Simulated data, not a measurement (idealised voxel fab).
Herein follows the process module entitled voxel tone inversion.
This is section cut - it's 285 nm across, gridded in 5 nm square cells.
Cross-section, as written here: a square-cell grid given band by band from the top down, where a band holds one or more rows of cells.
Per band: top height and bottom height in nm, followed by the left-to-right materials and their widths in nm; "edge to edge" marks a single material spanning edge to edge, "empty" marks empty space.
Below 0: as-received wafer, all one material; heights counted from there. Lowest band: no bottom, goes on down, written "0..down".
Width spec "30->40" -> top row of cells at first value, bottom row at second value, equal per-row change in between.
The cross-section has no changed cell in any step marked "all unchanged".
For the entry "Enclosed void listing", the listed items are empty spaces with no open way to the top whose size is 8 cells or more; each item follows the pattern width x height at distance, where distance is from the left edge and all three are in nm.
Post-settings text on a step line: simulator's own remark regarding the step.
On any step carrying a mask, the "overlay nm" setting, if present on the step's line, tells how far right of its planned place the mask lay; negative values point to the left.
### Process steps - plan
step 1: RECEIVE with material Si
step 2: CONFORMAL_DEP with material SiCN, thk nm 5
step 3: DIRECTIONAL_DEP with material aC, thk nm 20
step 4: PATTERN with tone cover, mask id POSTS, material resist, width nm 25, pitch nm 50, thk nm 30, overlay nm 0
step 5: DIRECTIONAL_ETCH with etch materials aC, depth nm 20
step 6: STRIP with etch materials resist
step 7: FILL_DEP with material lowk, thk nm 10
step 8: CMP with height nm 25
step 9: STRIP with etch materials aC
step 10: CONFORMAL_DEP with material TiN, thk nm 5
step 11: FILL_DEP with material Ru, thk nm 10
step 12: CMP with height nm 25
step 13: CONFORMAL_DEP with material SiCN, thk nm 5
### as received, after step 1
- 0..down | Si edge to edge
- Enclosed void listing: none
### Cross-section at module end, one run error; start and plan unchanged from above
- 45..40 | SiCN edge to edge
- 40..30 | Ru edge to edge
- 30..25 | 85 TiN; 15 Ru; 35 TiN; 15 Ru; 35 TiN; 15 Ru; 85 TiN
- 25..10 | 80 lowk; 5 TiN; 15 Ru; 5 TiN; 25 lowk; 5 TiN; 15 Ru; 5 TiN; 25 lowk; 5 TiN; 15 Ru; 5 TiN; 80 lowk
- 10..5 | 80 lowk; 25 TiN; 25 lowk; 25 TiN; 25 lowk; 25 TiN; 80 lowk
- 5..0 | SiCN edge to edge
- 0..down | Si edge to edge
- Enclosed void listing: none
Here's what went sideways: plan step 12 was not performed, having been skipped
